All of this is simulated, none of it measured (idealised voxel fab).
Process module under the name voxel capacitor over wiring
Each square cell in cross-section cut measures 5 nm, and the section as a whole is 290 nm wide.
Cross-sections here: square-cell grids, written as top-down lists of bands, a band being one or more rows of cells. What a band's entry tells you: where the top is and where the bottom is, as heights in nm, and after that what lies inside, material by material from left to right, each with its width in nm. Empty space is written as the word "blank", and a single material marked with the word "full width" occupies the band from edge to edge. Height 0 is the level under which the wafer as received is all one material. The lowest band goes on downwards, as in "top 0, no bottom". Width spec "30 to 40" -> top row of cells at first value, bottom row at second value, equal per-row change in between. It should be understood that the words "left unchanged", when stated for a given step, signify that the cross-section underwent no change in any of its cells during that step. "Enclosed void inventory": sealed empty spaces, 8 cells or more, no open way to top, listed width x height at distance, with distance from the left edge and width, height and distance in nm. Formally, on a step line, whatever follows the settings is a remark that the simulator itself makes on the step. overlay nm: how far to the right of its planned place the mask lay on this masked step (negative: to the left).
The process steps that were planned are listed below:
1 op RECEIVE | material Si
2 op CONFORMAL_DEP | material SiO2 | thk nm 15
3 op DIRECTIONAL_DEP | material TiN | thk nm 5
4 op DIRECTIONAL_DEP | material W | thk nm 25
5 op DIRECTIONAL_DEP | material aC | thk nm 15
6 op PATTERN | tone cover | mask id METAL_1 | material resist | width nm 30 | pitch nm 90 | thk nm 30 | overlay nm 0
7 op DIRECTIONAL_ETCH | etch materials aC | depth nm 15
8 op STRIP | etch materials resist
9 op DIRECTIONAL_ETCH | etch materials W | depth nm 25
10 op DIRECTIONAL_ETCH | etch materials TiN | depth nm 5
11 op STRIP | etch materials aC
12 op FILL_DEP | material SiO2 | thk nm 5
13 op CMP | height nm 45
14 op CONFORMAL_DEP | material SiCN | thk nm 5
15 op DIRECTIONAL_DEP | material lowk | thk nm 20
16 op MASKED_ETCH | tone open | mask id PLUG_1 | width nm 15 | etch materials lowk | depth nm 20 | overlay nm 0
17 op MASKED_ETCH | tone open | mask id PLUG_1 | width nm 15 | etch materials SiCN | depth nm 5 | overlay nm 0
18 op CONFORMAL_DEP | material TiN | thk nm 5
19 op FILL_DEP | material W | thk nm 10
20 op CMP | height nm 70
21 op DIRECTIONAL_DEP | material TiN | thk nm 10
22 op DIRECTIONAL_DEP | material Al2O3 | thk nm 5
23 op DIRECTIONAL_DEP | material TiN | thk nm 10
24 op DIRECTIONAL_DEP | material aC | thk nm 15
25 op PATTERN | tone cover | mask id UPPER_PLATE | material resist | width nm 65 | thk nm 35 | overlay nm 0
26 op DIRECTIONAL_ETCH | etch materials aC | depth nm 15
27 op STRIP | etch materials resist
28 op DIRECTIONAL_ETCH | etch materials TiN | depth nm 10
29 op DIRECTIONAL_ETCH | etch materials Al2O3 | depth nm 5
30 op STRIP | etch materials aC
31 op PATTERN | tone cover | mask id LOWER_PLATE | material resist | width nm 75 | thk nm 15 | overlay nm 0
32 op DIRECTIONAL_ETCH | etch materials TiN | depth nm 10
33 op STRIP | etch materials resist
34 op FILL_DEP | material SiO2 | thk nm 15
35 op CMP | height nm 105
36 op MASKED_ETCH | tone open | mask id PLUG_2 | width nm 15 | etch materials SiO2 | depth nm 10 | overlay nm 0
37 op CONFORMAL_DEP | material TiN | thk nm 5
38 op FILL_DEP | material Cu | thk nm 5
39 op CMP | height nm 105
40 op CONFORMAL_DEP | material SiCN | thk nm 5
Cross-section of the wafer at receipt, which is the condition after step 1:
    top 0, no bottom | Si full width
    Enclosed void inventory: none
Wafer cross-section at module end: first of two, run to plan:
    top 110, bottom 105 | SiCN full width
    top 105, bottom 100 | 110 SiO2 | 5 TiN | 5 Cu | 5 TiN | 165 SiO2
    top 100, bottom 95 | 110 SiO2 | 15 TiN | 165 SiO2
    top 95, bottom 85 | 100 SiO2 | 65 TiN | 125 SiO2
    top 85, bottom 80 | 100 SiO2 | 65 Al2O3 | 125 SiO2
    top 80, bottom 70 | 95 SiO2 | 75 TiN | 120 SiO2
    top 70, bottom 50 | 100 lowk | 5 TiN | 5 W | 5 TiN | 175 lowk
    top 50, bottom 45 | 100 SiCN | 15 TiN | 175 SiCN
    top 45, bottom 20 | 85 SiO2 | 30 W | 60 SiO2 | 30 W | 85 SiO2
    top 20, bottom 15 | 85 SiO2 | 30 TiN | 60 SiO2 | 30 TiN | 85 SiO2
    top 15, bottom 0 | SiO2 full width
    top 0, no bottom | Si full width
    Enclosed void inventory: none
Cross-section, wafer two of two, end of module: same start and plan as wafer one, one error in execution:
    top 110, bottom 105 | SiCN full width
    top 105, bottom 100 | 110 SiO2 | 5 TiN | 5 Cu | 5 TiN | 165 SiO2
    top 100, bottom 95 | 110 SiO2 | 15 TiN | 165 SiO2
    top 95, bottom 85 | 100 SiO2 | 65 TiN | 125 SiO2
    top 85, bottom 80 | 100 SiO2 | 65 Al2O3 | 125 SiO2
    top 80, bottom 70 | 95 SiO2 | 75 TiN | 120 SiO2
    top 70, bottom 50 | 100 lowk | 5 TiN | 5 W | 5 TiN | 175 lowk
    top 50, bottom 45 | 100 SiCN | 15 TiN | 175 SiCN
    top 45, bottom 20 | 85 SiO2 | 30 W | 60 SiO2 | 30 W | 85 SiO2
    top 20, bottom 5 | SiO2 full width
    top 5, bottom 0 | TiN full width
    top 0, no bottom | Si full width
    Enclosed void inventory: none
So what did we get wrong on this run? note: step 2 <-> step 3, run order reversed vs plan
Upon completion, the second wafer contains, in terms of cells, a greater or smaller amount of certain materials than the first wafer: SiO2 -46 | TiN +46
